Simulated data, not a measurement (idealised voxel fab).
The process module that follows is named voxel plated lines.
FYI the section here is cut, 260 nm wide, cells are 5 nm squares.
Bands, listed from the top down, are how a cross-section gets written in this document; the cross-section itself is a grid of square cells, and a band is one or more rows of them.
Heads up on the band format: heights come first, top then bottom, in nm. After that it's the materials left to right, each with its width in nm. A single material flagged "throughout" fills the whole band edge to edge, and "air" means there's empty space there.
Height datum 0, below which the as-received substrate wafer is one material. Lowest band open at the bottom, running downward: "0..down".
Note: "30 to 40" means the width goes from the first number (top row of the band) to the second number (bottom row) in equal steps per row of cells.
Where a step carries "stayed the same", the cross-section came out of it unchanged, cell for cell.
Entry "Unvented internal voids". Content: empty spaces with no open connection to the top, size 8 cells or greater. Each: width x height at distance. Distance: from left edge. Unit: nm.
It should be noted that, on the line of a given step, the content following the step's settings is a remark produced by the simulator itself with respect to that step.
A step line may carry the setting "overlay nm", which, for steps involving a mask, states the distance by which the mask lay to the right of its intended position; negative values denote displacement to the left.

# Process steps - plan
| 1 | RECEIVE (material Si) |
| 2 | CONFORMAL_DEP (material Al2O3; thk nm 10) |
| 3 | DIRECTIONAL_DEP (material TiN; thk nm 5) |
| 4 | PATTERN (tone open; mask id LINES; material resist; width nm 20; pitch nm 40; thk nm 35; overlay nm 0) |
| 5 | EPI (material Ru; thk nm 10) |
| 6 | EPI (material Ru; thk nm 5) |
| 7 | EPI (material Ru; thk nm 10) |
| 8 | STRIP (etch materials resist) |
| 9 | DIRECTIONAL_ETCH (etch materials TiN; depth nm 5) |
| 10 | CONFORMAL_DEP (material SiO2; thk nm 10) |

# Wafer as received: cross-section following step 1
	0..down | Si throughout
	Unvented internal voids: none

# Cross-section, first of two wafers, end of module, run as planned
	50..40 | air=50 | SiO2=160 | air=50
	40..20 | air=50 | SiO2=10 | Ru=20 | SiO2=20 | Ru=20 | SiO2=20 | Ru=20 | SiO2=20 | Ru=20 | SiO2=10 | air=50
	20..15 | SiO2=60 | Ru=20 | SiO2=20 | Ru=20 | SiO2=20 | Ru=20 | SiO2=20 | Ru=20 | SiO2=60
	15..10 | SiO2=60 | TiN=20 | SiO2=20 | TiN=20 | SiO2=20 | TiN=20 | SiO2=20 | TiN=20 | SiO2=60
	10..0 | Al2O3 throughout
	0..down | Si throughout
	Unvented internal voids: none

# Here is the second of the two wafers cut open at the end of the module - same start, same plan as the first one, but we made one mistake running it
	50..40 | air=55 | SiO2=35 | air=5 | SiO2=35 | air=5 | SiO2=35 | air=5 | SiO2=35 | air=50
	40..20 | air=55 | SiO2=10 | Ru=15 | SiO2=10 | air=5 | SiO2=10 | Ru=15 | SiO2=10 | air=5 | SiO2=10 | Ru=15 | SiO2=10 | air=5 | SiO2=10 | Ru=15 | SiO2=10 | air=50
	20..15 | SiO2=65 | Ru=15 | SiO2=25 | Ru=15 | SiO2=25 | Ru=15 | SiO2=25 | Ru=15 | SiO2=60
	15..10 | SiO2=65 | TiN=15 | SiO2=25 | TiN=15 | SiO2=25 | TiN=15 | SiO2=25 | TiN=15 | SiO2=60
	10..0 | Al2O3 throughout
	0..down | Si throughout
	Unvented internal voids: none
what went wrong: step 4 was run on a setting that differed from the plan, and what really ran there is PATTERN (tone open; mask id LINES; material resist; width nm 15; pitch nm 40; thk nm 35; overlay nm 0)
Wafer comparison, final, in cells, second relative to first, materials more or fewer: Ru -20 | TiN -4
